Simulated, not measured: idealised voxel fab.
This is a process module. Its name is voxel transistor to metal.
The figure presents cross-section cut, which has a width of 165 nm and is divided into square cells with an edge length of 5 nm.
A cross-section is written here as square cells arranged in a grid, and it is given in bands from the top down, each band taking up one or more rows of cells.
Per band: top height and bottom height in nm, followed by the left-to-right materials and their widths in nm; "throughout" marks a single material spanning edge to edge, "air" marks empty space.
Convention: height 0 is the level below which the wafer, as received, is all one material. The lowest band does not terminate at the bottom but continues downward, represented as "z 0 and below".
Quick explanation for "30->40": the width changes in equal steps down the rows of cells, from the first number in the band's top row to the second number in its bottom row.
Where a step carries "identical to before", the cross-section came out of it unchanged, cell for cell.
Entry "Closed void register". Content: empty spaces with no open connection to the top, size 8 cells or greater. Each: width x height at distance. Distance: from left edge. Unit: nm.
On each step's line, the part that comes after the settings is the simulator's own comment on the step.
"overlay nm", when on a step's line for a step with a mask, measures how far to the right of its planned place the mask lay; a negative measure means to the left.

### Set out below are the planned steps of the process
1: RECEIVE with material Si
2: OXIDIZE with depth nm 5
3: CONFORMAL_DEP with material SiN, thk nm 10
4: MASKED_ETCH with tone cover, mask id ACTIVE, width nm 105, etch materials SiN, depth nm 10, overlay nm 0
5: MASKED_ETCH with tone cover, mask id ACTIVE, width nm 105, etch materials SiO2, depth nm 5, overlay nm 0
6: MASKED_ETCH with tone cover, mask id ACTIVE, width nm 105, etch materials Si, depth nm 35, overlay nm 0
7: FILL_DEP with material SiO2, thk nm 10
8: CMP with height nm 10
9: SELECTIVE_ETCH with etch materials SiO2, depth nm 5
10: STRIP with etch materials SiN
11: SELECTIVE_ETCH with etch materials SiO2, depth nm 5
12: OXIDIZE with depth nm 5
13: DIRECTIONAL_DEP with material polySi, thk nm 20
14: DIRECTIONAL_DEP with material SiCN, thk nm 10
15: PATTERN with tone cover, mask id GATE, material resist, width nm 25, thk nm 20, overlay nm 0
16: DIRECTIONAL_ETCH with etch materials SiCN, depth nm 20
17: DIRECTIONAL_ETCH with etch materials polySi, depth nm 30
18: STRIP with etch materials resist
19: CONFORMAL_DEP with material SiN, thk nm 10
20: DIRECTIONAL_ETCH with etch materials SiN, depth nm 10
21: DIRECTIONAL_ETCH with etch materials SiO2, depth nm 5
22: DIRECTIONAL_ETCH with etch materials Si, depth nm 5
23: EPI with material nSi, thk nm 10
24: FILL_DEP with material SiO2, thk nm 5
25: CMP with height nm 25
26: DIRECTIONAL_DEP with material SiO2, thk nm 15
27: MASKED_ETCH with tone open, mask id CONTACT, width nm 30, pitch nm 65, etch materials SiO2, depth nm 45, overlay nm 0
28: CONFORMAL_DEP with material TiN, thk nm 5
29: FILL_DEP with material Ru, thk nm 5
30: CMP with height nm 40
31: DIRECTIONAL_DEP with material TiN, thk nm 5
32: DIRECTIONAL_DEP with material W, thk nm 15
33: DIRECTIONAL_DEP with material aC, thk nm 15
34: PATTERN with tone cover, mask id METAL_1, material resist, width nm 20, pitch nm 75, thk nm 30, overlay nm 0
35: DIRECTIONAL_ETCH with etch materials aC, depth nm 15
36: STRIP with etch materials resist
37: DIRECTIONAL_ETCH with etch materials W, depth nm 15
38: DIRECTIONAL_ETCH with etch materials TiN, depth nm 5
39: STRIP with etch materials aC
40: FILL_DEP with material lowk, thk nm 5
41: CMP with height nm 60
42: CONFORMAL_DEP with material SiCN, thk nm 5
43: DIRECTIONAL_DEP with material SiO2, thk nm 30
44: MASKED_ETCH with tone open, mask id METAL_2, width nm 20, pitch nm 75, etch materials SiO2, depth nm 15, overlay nm 0
45: MASKED_ETCH with tone open, mask id METAL_2_HOLES, width nm 15, pitch nm 75, etch materials SiO2, depth nm 15, overlay nm 0
46: MASKED_ETCH with tone open, mask id METAL_2_HOLES, width nm 15, pitch nm 75, etch materials SiCN, depth nm 5, overlay nm 0
47: CONFORMAL_DEP with material TiN, thk nm 5
48: FILL_DEP with material Cu, thk nm 5
49: CMP with height nm 95
50: CONFORMAL_DEP with material SiN, thk nm 5

### First of the two wafers, run per plan

### Step 1 complete: cross-section of the wafer as received
- z 0 and below | Si throughout
- Closed void register: none

### Once step 2 is through, the wafer looks like this in cross-section
- z 0 to -5 | SiO2 throughout
- For the remainder of the cross-section, below -5, there is no change.

### Once step 3 is through, the wafer looks like this in cross-section
- z 10 to 0 | SiN throughout
- For the remainder of the cross-section, below 0, there is no change.

### Once step 4 is through, the wafer looks like this in cross-section
- z 10 to 0 | air=30; SiN=105; air=30
- For the remainder of the cross-section, below 0, there is no change.

### Once step 5 is through, the wafer looks like this in cross-section
- z 10 to 0 | air=30; SiN=105; air=30
- z 0 to -5 | air=30; SiO2=105; air=30
- For the remainder of the cross-section, below -5, there is no change.

### Once step 6 is through, the wafer looks like this in cross-section
- z 10 to 0 | air=30; SiN=105; air=30
- z 0 to -5 | air=30; SiO2=105; air=30
- z -5 to -40 | air=30; Si=105; air=30
- For the remainder of the cross-section, below -40, there is no change.

### Once step 7 is through, the wafer looks like this in cross-section
- z 20 to 10 | SiO2 throughout
- z 10 to 0 | SiO2=30; SiN=105; SiO2=30
- z 0 to -5 | SiO2 throughout
- z -5 to -40 | SiO2=30; Si=105; SiO2=30
- For the remainder of the cross-section, below -40, there is no change.

### Once step 8 is through, the wafer looks like this in cross-section
- z 10 to 0 | SiO2=30; SiN=105; SiO2=30
- For the remainder of the cross-section, below 0, there is no change.

### Once step 9 is through, the wafer looks like this in cross-section
- z 10 to 5 | air=30; SiN=105; air=30
- For the remainder of the cross-section, below 5, there is no change.

### Once step 10 is through, the wafer looks like this in cross-section
- z 5 to 0 | SiO2=30; air=105; SiO2=30
- For the remainder of the cross-section, below 0, there is no change.

### Once step 11 is through, the wafer looks like this in cross-section
- z 0 to -5 | SiO2=25; air=115; SiO2=25
- For the remainder of the cross-section, below -5, there is no change.

### Once step 12 is through, the wafer looks like this in cross-section
- z 0 to -5 | SiO2=25; air=115; SiO2=25
- z -5 to -10 | SiO2 throughout
- For the remainder of the cross-section, below -10, there is no change.

### Once step 13 is through, the wafer looks like this in cross-section
- z 20 to 15 | polySi=25; air=115; polySi=25
- z 15 to 0 | polySi throughout
- z 0 to -5 | SiO2=25; polySi=115; SiO2=25
- For the remainder of the cross-section, below -5, there is no change.

### Once step 14 is through, the wafer looks like this in cross-section
- z 30 to 25 | SiCN=25; air=115; SiCN=25
- z 25 to 20 | SiCN throughout
- z 20 to 15 | polySi=25; SiCN=115; polySi=25
- For the remainder of the cross-section, below 15, there is no change.

### Once step 15 is through, the wafer looks like this in cross-section
- z 50 to 30 | air=70; resist=25; air=70
- z 30 to 25 | SiCN=25; air=45; resist=25; air=45; SiCN=25
- For the remainder of the cross-section, below 25, there is no change.

### Once step 16 is through, the wafer looks like this in cross-section
- z 50 to 25 | air=70; resist=25; air=70
- z 25 to 20 | air=70; SiCN=25; air=70
- z 20 to 15 | polySi=25; air=45; SiCN=25; air=45; polySi=25
- For the remainder of the cross-section, below 15, there is no change.

### Once step 17 is through, the wafer looks like this in cross-section
- z 50 to 25 | air=70; resist=25; air=70
- z 25 to 15 | air=70; SiCN=25; air=70
- z 15 to 0 | air=70; polySi=25; air=70
- z 0 to -5 | SiO2=25; air=45; polySi=25; air=45; SiO2=25
- For the remainder of the cross-section, below -5, there is no change.

### Once step 18 is through, the wafer looks like this in cross-section
- z 25 to 15 | air=70; SiCN=25; air=70
- For the remainder of the cross-section, below 15, there is no change.

### Once step 19 is through, the wafer looks like this in cross-section
- z 35 to 25 | air=60; SiN=45; air=60
- z 25 to 15 | air=60; SiN=10; SiCN=25; SiN=10; air=60
- z 15 to 10 | air=60; SiN=10; polySi=25; SiN=10; air=60
- z 10 to 5 | SiN=35; air=25; SiN=10; polySi=25; SiN=10; air=25; SiN=35
- z 5 to 0 | SiN=70; polySi=25; SiN=70
- z 0 to -5 | SiO2=25; SiN=45; polySi=25; SiN=45; SiO2=25
- For the remainder of the cross-section, below -5, there is no change.

### Once step 20 is through, the wafer looks like this in cross-section
- z 25 to 15 | air=60; SiN=10; SiCN=25; SiN=10; air=60
- z 15 to 0 | air=60; SiN=10; polySi=25; SiN=10; air=60
- z 0 to -5 | SiO2=25; SiN=10; air=25; SiN=10; polySi=25; SiN=10; air=25; SiN=10; SiO2=25
- For the remainder of the cross-section, below -5, there is no change.

### Once step 21 is through, the wafer looks like this in cross-section
- z 25 to 15 | air=60; SiN=10; SiCN=25; SiN=10; air=60
- z 15 to 0 | air=60; SiN=10; polySi=25; SiN=10; air=60
- z 0 to -5 | air=25; SiN=10; air=25; SiN=10; polySi=25; SiN=10; air=25; SiN=10; air=25
- z -5 to -10 | SiO2=35; air=25; SiO2=45; air=25; SiO2=35
- For the remainder of the cross-section, below -10, there is no change.

### Once step 22 is through, the wafer looks like this in cross-section
- z 25 to 15 | air=60; SiN=10; SiCN=25; SiN=10; air=60
- z 15 to 0 | air=60; SiN=10; polySi=25; SiN=10; air=60
- z 0 to -5 | air=25; SiN=10; air=25; SiN=10; polySi=25; SiN=10; air=25; SiN=10; air=25
- z -5 to -10 | SiO2=35; air=25; SiO2=45; air=25; SiO2=35
- z -10 to -15 | SiO2=30; Si=5; air=25; Si=45; air=25; Si=5; SiO2=30
- For the remainder of the cross-section, below -15, there is no change.

### Once step 23 is through, the wafer looks like this in cross-section
- z 25 to 15 | air=60; SiN=10; SiCN=25; SiN=10; air=60
- z 15 to 0 | air=60; SiN=10; polySi=25; SiN=10; air=60
- z 0 to -5 | air=25; SiN=10; nSi=10; air=5; nSi=10; SiN=10; polySi=25; SiN=10; nSi=10; air=5; nSi=10; SiN=10; air=25
- z -5 to -10 | SiO2=35; nSi=25; SiO2=45; nSi=25; SiO2=35
- z -10 to -15 | SiO2=30; Si=5; nSi=25; Si=45; nSi=25; Si=5; SiO2=30
- For the remainder of the cross-section, below -15, there is no change.

### Once step 24 is through, the wafer looks like this in cross-section
- z 30 to 25 | SiO2 throughout
- z 25 to 15 | SiO2=60; SiN=10; SiCN=25; SiN=10; SiO2=60
- z 15 to 0 | SiO2=60; SiN=10; polySi=25; SiN=10; SiO2=60
- z 0 to -5 | SiO2=25; SiN=10; nSi=10; SiO2=5; nSi=10; SiN=10; polySi=25; SiN=10; nSi=10; SiO2=5; nSi=10; SiN=10; SiO2=25
- For the remainder of the cross-section, below -5, there is no change.

### Once step 25 is through, the wafer looks like this in cross-section
- z 25 to 15 | SiO2=60; SiN=10; SiCN=25; SiN=10; SiO2=60
- For the remainder of the cross-section, below 15, there is no change.

### Once step 26 is through, the wafer looks like this in cross-section
- z 40 to 25 | SiO2 throughout
- For the remainder of the cross-section, below 25, there is no change.

### Once step 27 is through, the wafer looks like this in cross-section
- z 40 to 25 | SiO2=35; air=30; SiO2=35; air=30; SiO2=35
- z 25 to 15 | SiO2=35; air=25; SiN=10; SiCN=25; SiN=10; air=25; SiO2=35
- z 15 to 0 | SiO2=35; air=25; SiN=10; polySi=25; SiN=10; air=25; SiO2=35
- z 0 to -5 | SiO2=25; SiN=10; nSi=10; air=5; nSi=10; SiN=10; polySi=25; SiN=10; nSi=10; air=5; nSi=10; SiN=10; SiO2=25
- For the remainder of the cross-section, below -5, there is no change.

### Once step 28 is through, the wafer looks like this in cross-section
- z 45 to 40 | TiN=40; air=20; TiN=45; air=20; TiN=40
- z 40 to 30 | SiO2=35; TiN=5; air=20; TiN=5; SiO2=35; TiN=5; air=20; TiN=5; SiO2=35
- z 30 to 25 | SiO2=35; TiN=5; air=15; TiN=10; SiO2=35; TiN=10; air=15; TiN=5; SiO2=35
- z 25 to 15 | SiO2=35; TiN=5; air=15; TiN=5; SiN=10; SiCN=25; SiN=10; TiN=5; air=15; TiN=5; SiO2=35
- z 15 to 5 | SiO2=35; TiN=5; air=15; TiN=5; SiN=10; polySi=25; SiN=10; TiN=5; air=15; TiN=5; SiO2=35
- z 5 to 0 | SiO2=35; TiN=25; SiN=10; polySi=25; SiN=10; TiN=25; SiO2=35
- z 0 to -5 | SiO2=25; SiN=10; nSi=10; TiN=5; nSi=10; SiN=10; polySi=25; SiN=10; nSi=10; TiN=5; nSi=10; SiN=10; SiO2=25
- For the remainder of the cross-section, below -5, there is no change.

### Once step 29 is through, the wafer looks like this in cross-section
- z 50 to 45 | Ru throughout
- z 45 to 40 | TiN=40; Ru=20; TiN=45; Ru=20; TiN=40
- z 40 to 30 | SiO2=35; TiN=5; Ru=20; TiN=5; SiO2=35; TiN=5; Ru=20; TiN=5; SiO2=35
- z 30 to 25 | SiO2=35; TiN=5; Ru=15; TiN=10; SiO2=35; TiN=10; Ru=15; TiN=5; SiO2=35
- z 25 to 15 | SiO2=35; TiN=5; Ru=15; TiN=5; SiN=10; SiCN=25; SiN=10; TiN=5; Ru=15; TiN=5; SiO2=35
- z 15 to 5 | SiO2=35; TiN=5; Ru=15; TiN=5; SiN=10; polySi=25; SiN=10; TiN=5; Ru=15; TiN=5; SiO2=35
- For the remainder of the cross-section, below 5, there is no change.

### Once step 30 is through, the wafer looks like this in cross-section
- z 40 to 30 | SiO2=35; TiN=5; Ru=20; TiN=5; SiO2=35; TiN=5; Ru=20; TiN=5; SiO2=35
- For the remainder of the cross-section, below 30, there is no change.

### Once step 31 is through, the wafer looks like this in cross-section
- z 45 to 40 | TiN throughout
- For the remainder of the cross-section, below 40, there is no change.

### Once step 32 is through, the wafer looks like this in cross-section
- z 60 to 45 | W throughout
- For the remainder of the cross-section, below 45, there is no change.

### Once step 33 is through, the wafer looks like this in cross-section
- z 75 to 60 | aC throughout
- For the remainder of the cross-section, below 60, there is no change.

### Once step 34 is through, the wafer looks like this in cross-section
- z 105 to 75 | air=35; resist=20; air=55; resist=20; air=35
- For the remainder of the cross-section, below 75, there is no change.

### Once step 35 is through, the wafer looks like this in cross-section
- z 90 to 75 | air=35; resist=20; air=55; resist=20; air=35
- z 75 to 60 | air=35; aC=20; air=55; aC=20; air=35
- For the remainder of the cross-section, below 60, there is no change.

### Once step 36 is through, the wafer looks like this in cross-section
- z 75 to 60 | air=35; aC=20; air=55; aC=20; air=35
- For the remainder of the cross-section, below 60, there is no change.

### Once step 37 is through, the wafer looks like this in cross-section
- z 75 to 60 | air=35; aC=20; air=55; aC=20; air=35
- z 60 to 45 | air=35; W=20; air=55; W=20; air=35
- For the remainder of the cross-section, below 45, there is no change.

### Once step 38 is through, the wafer looks like this in cross-section
- z 75 to 60 | air=35; aC=20; air=55; aC=20; air=35
- z 60 to 45 | air=35; W=20; air=55; W=20; air=35
- z 45 to 40 | air=35; TiN=20; air=55; TiN=20; air=35
- For the remainder of the cross-section, below 40, there is no change.

### Once step 39 is through, the wafer looks like this in cross-section
- z 60 to 45 | air=35; W=20; air=55; W=20; air=35
- For the remainder of the cross-section, below 45, there is no change.

### Once step 40 is through, the wafer looks like this in cross-section
- z 65 to 60 | lowk throughout
- z 60 to 45 | lowk=35; W=20; lowk=55; W=20; lowk=35
- z 45 to 40 | lowk=35; TiN=20; lowk=55; TiN=20; lowk=35
- For the remainder of the cross-section, below 40, there is no change.

### Once step 41 is through, the wafer looks like this in cross-section
- z 60 to 45 | lowk=35; W=20; lowk=55; W=20; lowk=35
- For the remainder of the cross-section, below 45, there is no change.

### Once step 42 is through, the wafer looks like this in cross-section
- z 65 to 60 | SiCN throughout
- For the remainder of the cross-section, below 60, there is no change.

### Once step 43 is through, the wafer looks like this in cross-section
- z 95 to 65 | SiO2 throughout
- For the remainder of the cross-section, below 65, there is no change.

### Once step 44 is through, the wafer looks like this in cross-section
- z 95 to 80 | SiO2=35; air=20; SiO2=55; air=20; SiO2=35
- For the remainder of the cross-section, below 80, there is no change.

### Once step 45 is through, the wafer looks like this in cross-section
- z 95 to 80 | SiO2=35; air=20; SiO2=55; air=20; SiO2=35
- z 80 to 65 | SiO2=35; air=15; SiO2=60; air=15; SiO2=40
- For the remainder of the cross-section, below 65, there is no change.

### Once step 46 is through, the wafer looks like this in cross-section
- z 95 to 80 | SiO2=35; air=20; SiO2=55; air=20; SiO2=35
- z 80 to 65 | SiO2=35; air=15; SiO2=60; air=15; SiO2=40
- z 65 to 60 | SiCN=35; air=15; SiCN=60; air=15; SiCN=40
- For the remainder of the cross-section, below 60, there is no change.

### Once step 47 is through, the wafer looks like this in cross-section
- z 100 to 95 | TiN=40; air=10; TiN=65; air=10; TiN=40
- z 95 to 85 | SiO2=35; TiN=5; air=10; TiN=5; SiO2=55; TiN=5; air=10; TiN=5; SiO2=35
- z 85 to 80 | SiO2=35; TiN=5; air=5; TiN=10; SiO2=55; TiN=5; air=5; TiN=10; SiO2=35
- z 80 to 65 | SiO2=35; TiN=5; air=5; TiN=5; SiO2=60; TiN=5; air=5; TiN=5; SiO2=40
- z 65 to 60 | SiCN=35; TiN=15; SiCN=60; TiN=15; SiCN=40
- For the remainder of the cross-section, below 60, there is no change.

### Once step 48 is through, the wafer looks like this in cross-section
- z 105 to 100 | Cu throughout
- z 100 to 95 | TiN=40; Cu=10; TiN=65; Cu=10; TiN=40
- z 95 to 85 | SiO2=35; TiN=5; Cu=10; TiN=5; SiO2=55; TiN=5; Cu=10; TiN=5; SiO2=35
- z 85 to 80 | SiO2=35; TiN=5; Cu=5; TiN=10; SiO2=55; TiN=5; Cu=5; TiN=10; SiO2=35
- z 80 to 65 | SiO2=35; TiN=5; Cu=5; TiN=5; SiO2=60; TiN=5; Cu=5; TiN=5; SiO2=40
- For the remainder of the cross-section, below 65, there is no change.

### Once step 49 is through, the wafer looks like this in cross-section
- z 95 to 85 | SiO2=35; TiN=5; Cu=10; TiN=5; SiO2=55; TiN=5; Cu=10; TiN=5; SiO2=35
- For the remainder of the cross-section, below 85, there is no change.

### Once step 50 is through, the wafer looks like this in cross-section
- z 100 to 95 | SiN throughout
- For the remainder of the cross-section, below 95, there is no change.

### It is to be noted that the second wafer proceeded from the same initial state and according to the same plan as the first, although one mistake was committed in its execution; through step 14, inclusive, the two wafers share an identical history

### Second wafer, cut view, end of step 15 per plan
- z 50 to 30 | air=70; resist=30; air=65
- z 30 to 25 | SiCN=25; air=45; resist=30; air=40; SiCN=25
- For the remainder of the cross-section, below 25, there is no change.

### Second wafer, cut view, end of step 16 per plan
- z 50 to 25 | air=70; resist=30; air=65
- z 25 to 20 | air=70; SiCN=30; air=65
- z 20 to 15 | polySi=25; air=45; SiCN=30; air=40; polySi=25
- For the remainder of the cross-section, below 15, there is no change.

### Second wafer, cut view, end of step 17 per plan
- z 50 to 25 | air=70; resist=30; air=65
- z 25 to 15 | air=70; SiCN=30; air=65
- z 15 to 0 | air=70; polySi=30; air=65
- z 0 to -5 | SiO2=25; air=45; polySi=30; air=40; SiO2=25
- For the remainder of the cross-section, below -5, there is no change.

### Second wafer, cut view, end of step 18 per plan
- z 25 to 15 | air=70; SiCN=30; air=65
- For the remainder of the cross-section, below 15, there is no change.

### Second wafer, cut view, end of step 19 per plan
- z 35 to 25 | air=60; SiN=50; air=55
- z 25 to 15 | air=60; SiN=10; SiCN=30; SiN=10; air=55
- z 15 to 10 | air=60; SiN=10; polySi=30; SiN=10; air=55
- z 10 to 5 | SiN=35; air=25; SiN=10; polySi=30; SiN=10; air=20; SiN=35
- z 5 to 0 | SiN=70; polySi=30; SiN=65
- z 0 to -5 | SiO2=25; SiN=45; polySi=30; SiN=40; SiO2=25
- For the remainder of the cross-section, below -5, there is no change.

### Second wafer, cut view, end of step 20 per plan
- z 25 to 15 | air=60; SiN=10; SiCN=30; SiN=10; air=55
- z 15 to 0 | air=60; SiN=10; polySi=30; SiN=10; air=55
- z 0 to -5 | SiO2=25; SiN=10; air=25; SiN=10; polySi=30; SiN=10; air=20; SiN=10; SiO2=25
- For the remainder of the cross-section, below -5, there is no change.

### Second wafer, cut view, end of step 21 per plan
- z 25 to 15 | air=60; SiN=10; SiCN=30; SiN=10; air=55
- z 15 to 0 | air=60; SiN=10; polySi=30; SiN=10; air=55
- z 0 to -5 | air=25; SiN=10; air=25; SiN=10; polySi=30; SiN=10; air=20; SiN=10; air=25
- z -5 to -10 | SiO2=35; air=25; SiO2=50; air=20; SiO2=35
- For the remainder of the cross-section, below -10, there is no change.

### Second wafer, cut view, end of step 22 per plan
- z 25 to 15 | air=60; SiN=10; SiCN=30; SiN=10; air=55
- z 15 to 0 | air=60; SiN=10; polySi=30; SiN=10; air=55
- z 0 to -5 | air=25; SiN=10; air=25; SiN=10; polySi=30; SiN=10; air=20; SiN=10; air=25
- z -5 to -10 | SiO2=35; air=25; SiO2=50; air=20; SiO2=35
- z -10 to -15 | SiO2=30; Si=5; air=25; Si=50; air=20; Si=5; SiO2=30
- For the remainder of the cross-section, below -15, there is no change.

### Second wafer, cut view, end of step 23 per plan
- z 25 to 15 | air=60; SiN=10; SiCN=30; SiN=10; air=55
- z 15 to 0 | air=60; SiN=10; polySi=30; SiN=10; air=55
- z 0 to -5 | air=25; SiN=10; nSi=10; air=5; nSi=10; SiN=10; polySi=30; SiN=10; nSi=20; SiN=10; air=25
- z -5 to -10 | SiO2=35; nSi=25; SiO2=50; nSi=20; SiO2=35
- z -10 to -15 | SiO2=30; Si=5; nSi=25; Si=50; nSi=20; Si=5; SiO2=30
- For the remainder of the cross-section, below -15, there is no change.

### Second wafer, cut view, end of step 24 per plan
- z 30 to 25 | SiO2 throughout
- z 25 to 15 | SiO2=60; SiN=10; SiCN=30; SiN=10; SiO2=55
- z 15 to 0 | SiO2=60; SiN=10; polySi=30; SiN=10; SiO2=55
- z 0 to -5 | SiO2=25; SiN=10; nSi=10; SiO2=5; nSi=10; SiN=10; polySi=30; SiN=10; nSi=20; SiN=10; SiO2=25
- For the remainder of the cross-section, below -5, there is no change.

### Second wafer, cut view, end of step 25 per plan
- z 25 to 15 | SiO2=60; SiN=10; SiCN=30; SiN=10; SiO2=55
- For the remainder of the cross-section, below 15, there is no change.

### Second wafer, cut view, end of step 26 per plan
- z 40 to 25 | SiO2 throughout
- For the remainder of the cross-section, below 25, there is no change.

### Second wafer, cut view, end of step 27 per plan
- z 40 to 25 | SiO2=35; air=30; SiO2=35; air=30; SiO2=35
- z 25 to 15 | SiO2=35; air=25; SiN=10; SiCN=30; SiN=10; air=20; SiO2=35
- z 15 to 0 | SiO2=35; air=25; SiN=10; polySi=30; SiN=10; air=20; SiO2=35
- z 0 to -5 | SiO2=25; SiN=10; nSi=10; air=5; nSi=10; SiN=10; polySi=30; SiN=10; nSi=20; SiN=10; SiO2=25
- For the remainder of the cross-section, below -5, there is no change.

### Second wafer, cut view, end of step 28 per plan
- z 45 to 40 | TiN=40; air=20; TiN=45; air=20; TiN=40
- z 40 to 30 | SiO2=35; TiN=5; air=20; TiN=5; SiO2=35; TiN=5; air=20; TiN=5; SiO2=35
- z 30 to 25 | SiO2=35; TiN=5; air=15; TiN=10; SiO2=35; TiN=15; air=10; TiN=5; SiO2=35
- z 25 to 15 | SiO2=35; TiN=5; air=15; TiN=5; SiN=10; SiCN=30; SiN=10; TiN=5; air=10; TiN=5; SiO2=35
- z 15 to 5 | SiO2=35; TiN=5; air=15; TiN=5; SiN=10; polySi=30; SiN=10; TiN=5; air=10; TiN=5; SiO2=35
- z 5 to 0 | SiO2=35; TiN=25; SiN=10; polySi=30; SiN=10; TiN=20; SiO2=35
- z 0 to -5 | SiO2=25; SiN=10; nSi=10; TiN=5; nSi=10; SiN=10; polySi=30; SiN=10; nSi=20; SiN=10; SiO2=25
- For the remainder of the cross-section, below -5, there is no change.

### Second wafer, cut view, end of step 29 per plan
- z 50 to 45 | Ru throughout
- z 45 to 40 | TiN=40; Ru=20; TiN=45; Ru=20; TiN=40
- z 40 to 30 | SiO2=35; TiN=5; Ru=20; TiN=5; SiO2=35; TiN=5; Ru=20; TiN=5; SiO2=35
- z 30 to 25 | SiO2=35; TiN=5; Ru=15; TiN=10; SiO2=35; TiN=15; Ru=10; TiN=5; SiO2=35
- z 25 to 15 | SiO2=35; TiN=5; Ru=15; TiN=5; SiN=10; SiCN=30; SiN=10; TiN=5; Ru=10; TiN=5; SiO2=35
- z 15 to 5 | SiO2=35; TiN=5; Ru=15; TiN=5; SiN=10; polySi=30; SiN=10; TiN=5; Ru=10; TiN=5; SiO2=35
- For the remainder of the cross-section, below 5, there is no change.

### Second wafer, cut view, end of step 30 per plan
- z 40 to 30 | SiO2=35; TiN=5; Ru=20; TiN=5; SiO2=35; TiN=5; Ru=20; TiN=5; SiO2=35
- For the remainder of the cross-section, below 30, there is no change.

### Second wafer, cut view, end of step 31 per plan
- z 45 to 40 | TiN throughout
- For the remainder of the cross-section, below 40, there is no change.

### Second wafer, cut view, end of step 32 per plan
- z 60 to 45 | W throughout
- For the remainder of the cross-section, below 45, there is no change.

### Second wafer, cut view, end of step 33 per plan
- z 75 to 60 | aC throughout
- For the remainder of the cross-section, below 60, there is no change.

### Second wafer, cut view, end of step 34 per plan
- z 105 to 75 | air=35; resist=20; air=55; resist=20; air=35
- For the remainder of the cross-section, below 75, there is no change.

### Second wafer, cut view, end of step 35 per plan
- z 90 to 75 | air=35; resist=20; air=55; resist=20; air=35
- z 75 to 60 | air=35; aC=20; air=55; aC=20; air=35
- For the remainder of the cross-section, below 60, there is no change.

### Second wafer, cut view, end of step 36 per plan
- z 75 to 60 | air=35; aC=20; air=55; aC=20; air=35
- For the remainder of the cross-section, below 60, there is no change.

### Second wafer, cut view, end of step 37 per plan
- z 75 to 60 | air=35; aC=20; air=55; aC=20; air=35
- z 60 to 45 | air=35; W=20; air=55; W=20; air=35
- For the remainder of the cross-section, below 45, there is no change.

### Second wafer, cut view, end of step 38 per plan
- z 75 to 60 | air=35; aC=20; air=55; aC=20; air=35
- z 60 to 45 | air=35; W=20; air=55; W=20; air=35
- z 45 to 40 | air=35; TiN=20; air=55; TiN=20; air=35
- For the remainder of the cross-section, below 40, there is no change.

### Second wafer, cut view, end of step 39 per plan
- z 60 to 45 | air=35; W=20; air=55; W=20; air=35
- For the remainder of the cross-section, below 45, there is no change.

### Second wafer, cut view, end of step 40 per plan
- z 65 to 60 | lowk throughout
- z 60 to 45 | lowk=35; W=20; lowk=55; W=20; lowk=35
- z 45 to 40 | lowk=35; TiN=20; lowk=55; TiN=20; lowk=35
- For the remainder of the cross-section, below 40, there is no change.

### Second wafer, cut view, end of step 41 per plan
- z 60 to 45 | lowk=35; W=20; lowk=55; W=20; lowk=35
- For the remainder of the cross-section, below 45, there is no change.

### Second wafer, cut view, end of step 42 per plan
- z 65 to 60 | SiCN throughout
- For the remainder of the cross-section, below 60, there is no change.

### Second wafer, cut view, end of step 43 per plan
- z 95 to 65 | SiO2 throughout
- For the remainder of the cross-section, below 65, there is no change.

### Second wafer, cut view, end of step 44 per plan
- z 95 to 80 | SiO2=35; air=20; SiO2=55; air=20; SiO2=35
- For the remainder of the cross-section, below 80, there is no change.

### Second wafer, cut view, end of step 45 per plan
- z 95 to 80 | SiO2=35; air=20; SiO2=55; air=20; SiO2=35
- z 80 to 65 | SiO2=35; air=15; SiO2=60; air=15; SiO2=40
- For the remainder of the cross-section, below 65, there is no change.

### Second wafer, cut view, end of step 46 per plan
- z 95 to 80 | SiO2=35; air=20; SiO2=55; air=20; SiO2=35
- z 80 to 65 | SiO2=35; air=15; SiO2=60; air=15; SiO2=40
- z 65 to 60 | SiCN=35; air=15; SiCN=60; air=15; SiCN=40
- For the remainder of the cross-section, below 60, there is no change.

### Second wafer, cut view, end of step 47 per plan
- z 100 to 95 | TiN=40; air=10; TiN=65; air=10; TiN=40
- z 95 to 85 | SiO2=35; TiN=5; air=10; TiN=5; SiO2=55; TiN=5; air=10; TiN=5; SiO2=35
- z 85 to 80 | SiO2=35; TiN=5; air=5; TiN=10; SiO2=55; TiN=5; air=5; TiN=10; SiO2=35
- z 80 to 65 | SiO2=35; TiN=5; air=5; TiN=5; SiO2=60; TiN=5; air=5; TiN=5; SiO2=40
- z 65 to 60 | SiCN=35; TiN=15; SiCN=60; TiN=15; SiCN=40
- For the remainder of the cross-section, below 60, there is no change.

### Second wafer, cut view, end of step 48 per plan
- z 105 to 100 | Cu throughout
- z 100 to 95 | TiN=40; Cu=10; TiN=65; Cu=10; TiN=40
- z 95 to 85 | SiO2=35; TiN=5; Cu=10; TiN=5; SiO2=55; TiN=5; Cu=10; TiN=5; SiO2=35
- z 85 to 80 | SiO2=35; TiN=5; Cu=5; TiN=10; SiO2=55; TiN=5; Cu=5; TiN=10; SiO2=35
- z 80 to 65 | SiO2=35; TiN=5; Cu=5; TiN=5; SiO2=60; TiN=5; Cu=5; TiN=5; SiO2=40
- For the remainder of the cross-section, below 65, there is no change.

### Second wafer, cut view, end of step 49 per plan
- z 95 to 85 | SiO2=35; TiN=5; Cu=10; TiN=5; SiO2=55; TiN=5; Cu=10; TiN=5; SiO2=35
- For the remainder of the cross-section, below 85, there is no change.

### Second wafer, cut view, end of step 50 per plan
- z 100 to 95 | SiN throughout
- For the remainder of the cross-section, below 95, there is no change.
Plan not followed: step 15 was run on a setting that differed from the plan, and what really ran there is PATTERN with tone cover, mask id GATE, material resist, width nm 30, thk nm 20, overlay nm 0
The final cell counts differ between the wafers, with the second having more or fewer of some materials than the first: Ru: 5 fewer; Si: 1 more; SiCN: 2 more; SiO2: 1 more; TiN: 1 fewer; nSi: 2 fewer; polySi: 4 more
